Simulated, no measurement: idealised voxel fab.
process module | voxel transistor to metal
cross-section cut | 200 nm wide | cells 5 nm
A cross-section is a grid of square cells, given in bands from the top down. A band is one or more rows of cells.
Each band's line starts with the height of the band's top and of its bottom, in nm. Then come its materials from left to right, each with its width in nm. One material with "throughout" fills the band from edge to edge. "air" is empty space.
Height 0 is the level under which the wafer as received is all one material. The lowest band goes on downwards, as in "0 down".
A width such as "30 to 40" changes by the same amount from each row of cells to the next, from the band's top row to its bottom row.
"no change" after a step means that no cell of the cross-section changed.
closed voids: empty space of 8 cells or more with no open way to the top, each as width x height at its distance from the left edge, in nm
after a step's settings: what the simulator itself notes on the step
overlay nm, on a step with a mask: how far to the right of its planned place the mask lay; to the left if negative
plan
1 op RECEIVE | material Si
2 op CONFORMAL_DEP | material SiO2 | thk nm 5
3 op CONFORMAL_DEP | material SiN | thk nm 15
4 op DIRECTIONAL_DEP | material aC | thk nm 10
5 op PATTERN | tone cover | mask id ACTIVE | material resist | width nm 110 | thk nm 30 | overlay nm 0
6 op DIRECTIONAL_ETCH | etch materials aC | depth nm 10
7 op STRIP | etch materials resist
8 op DIRECTIONAL_ETCH | etch materials SiN | depth nm 15
9 op DIRECTIONAL_ETCH | etch materials SiO2 | depth nm 5
10 op DIRECTIONAL_ETCH | etch materials Si | depth nm 30
11 op STRIP | etch materials aC
12 op OXIDIZE | depth nm 5
13 op FILL_DEP | material SiO2 | thk nm 15
14 op CMP | height nm 20
15 op SELECTIVE_ETCH | etch materials SiO2 | depth nm 10
16 op STRIP | etch materials SiN
17 op SELECTIVE_ETCH | etch materials SiO2 | depth nm 5
18 op OXIDIZE | depth nm 5
19 op DIRECTIONAL_DEP | material polySi | thk nm 25
20 op DIRECTIONAL_DEP | material SiCN | thk nm 10
21 op MASKED_ETCH | tone cover | mask id GATE | width nm 20 | etch materials SiCN | depth nm 20 | overlay nm 0
22 op MASKED_ETCH | tone cover | mask id GATE | width nm 20 | etch materials polySi | depth nm 35 | overlay nm 0
23 op CONFORMAL_DEP | material SiO2 | thk nm 5
24 op DIRECTIONAL_ETCH | etch materials SiO2 | depth nm 5
25 op CONFORMAL_DEP | material SiN | thk nm 5
26 op DIRECTIONAL_ETCH | etch materials SiN | depth nm 5
27 op DIRECTIONAL_ETCH | etch materials SiO2 | depth nm 5
28 op DIRECTIONAL_ETCH | etch materials Si | depth nm 15
29 op EPI | material nSi | thk nm 15
30 op FILL_DEP | material SiO2 | thk nm 10
31 op CMP | height nm 35
32 op DIRECTIONAL_DEP | material SiO2 | thk nm 10
33 op DIRECTIONAL_DEP | material aC | thk nm 15
34 op PATTERN | tone open | mask id CONTACT | material resist | width nm 15 | pitch nm 75 | thk nm 35 | overlay nm 0
35 op DIRECTIONAL_ETCH | etch materials aC | depth nm 15
36 op STRIP | etch materials resist
37 op DIRECTIONAL_ETCH | etch materials SiO2 | depth nm 50
38 op STRIP | etch materials aC
39 op CONFORMAL_DEP | material TiN | thk nm 5
40 op FILL_DEP | material Ru | thk nm 10
41 op CMP | height nm 45
42 op DIRECTIONAL_DEP | material TiN | thk nm 5
43 op DIRECTIONAL_DEP | material Ru | thk nm 15
44 op DIRECTIONAL_DEP | material aC | thk nm 10
45 op PATTERN | tone cover | mask id METAL_1 | material resist | width nm 15 | pitch nm 75 | thk nm 30 | overlay nm 0
46 op DIRECTIONAL_ETCH | etch materials aC | depth nm 10
47 op STRIP | etch materials resist
48 op DIRECTIONAL_ETCH | etch materials Ru | depth nm 15
49 op DIRECTIONAL_ETCH | etch materials TiN | depth nm 5
50 op STRIP | etch materials aC
51 op FILL_DEP | material SiO2 | thk nm 10
52 op CMP | height nm 65
53 op CONFORMAL_DEP | material SiCN | thk nm 5
54 op DIRECTIONAL_DEP | material SiO2 | thk nm 30
55 op DIRECTIONAL_DEP | material aC | thk nm 15
56 op PATTERN | tone open | mask id METAL_2 | material resist | width nm 15 | pitch nm 75 | thk nm 30 | overlay nm 0
57 op DIRECTIONAL_ETCH | etch materials aC | depth nm 15
58 op STRIP | etch materials resist
59 op DIRECTIONAL_ETCH | etch materials SiO2 | depth nm 20
60 op STRIP | etch materials aC
61 op PATTERN | tone open | mask id METAL_2_HOLES | material resist | width nm 15 | pitch nm 75 | thk nm 20 | overlay nm 0
62 op DIRECTIONAL_ETCH | etch materials SiO2 | depth nm 10
63 op DIRECTIONAL_ETCH | etch materials SiCN | depth nm 5
64 op STRIP | etch materials resist
65 op CONFORMAL_DEP | material TiN | thk nm 5
66 op FILL_DEP | material Cu | thk nm 5
67 op CMP | height nm 100
68 op CONFORMAL_DEP | material SiN | thk nm 5
as received, after step 1
  0 down: Si throughout
  closed voids: none
a wafer at the end: this start, this plan, one mistake
  105 to 100: SiN throughout
  100 to 70: SiO2 55 | TiN 5 | Cu 5 | TiN 5 | SiO2 60 | TiN 5 | Cu 5 | TiN 5 | SiO2 55
  70 to 65: SiCN 55 | TiN 15 | SiCN 60 | TiN 15 | SiCN 55
  65 to 60: SiO2 55 | TiN 15 | SiO2 60 | TiN 15 | SiO2 55
  60 to 45: Ru throughout
  45 to 35: SiO2 55 | TiN 5 | Ru 5 | TiN 5 | SiO2 60 | TiN 5 | Ru 5 | TiN 5 | SiO2 55
  35 to 25: SiO2 55 | TiN 5 | Ru 5 | TiN 5 | SiO2 10 | SiN 5 | SiO2 5 | SiCN 20 | SiO2 5 | SiN 5 | SiO2 10 | TiN 5 | Ru 5 | TiN 5 | SiO2 55
  25 to 15: SiO2 55 | TiN 5 | Ru 5 | TiN 5 | SiO2 10 | SiN 5 | SiO2 5 | polySi 20 | SiO2 5 | SiN 5 | SiO2 10 | TiN 5 | Ru 5 | TiN 5 | SiO2 55
  15 to 10: SiO2 55 | TiN 15 | SiO2 10 | SiN 5 | SiO2 5 | polySi 20 | SiO2 5 | SiN 5 | SiO2 10 | TiN 15 | SiO2 55
  10 to 5: SiO2 55 | TiN 10 | nSi 15 | SiN 5 | SiO2 5 | polySi 20 | SiO2 5 | SiN 5 | nSi 15 | TiN 10 | SiO2 55
  5 to 0: SiO2 45 | SiN 5 | SiO2 5 | TiN 10 | nSi 15 | SiN 5 | SiO2 5 | polySi 20 | SiO2 5 | SiN 5 | nSi 15 | TiN 10 | SiO2 5 | SiN 5 | SiO2 45
  0 to -5: SiO2 55 | TiN 10 | nSi 15 | SiO2 40 | nSi 15 | TiN 10 | SiO2 55
  -5 to -20: SiO2 50 | nSi 30 | Si 40 | nSi 30 | SiO2 50
  -20 to -35: SiO2 50 | Si 100 | SiO2 50
  -35 down: Si throughout
  closed voids: none
what went wrong: steps 42 and 43 were swapped
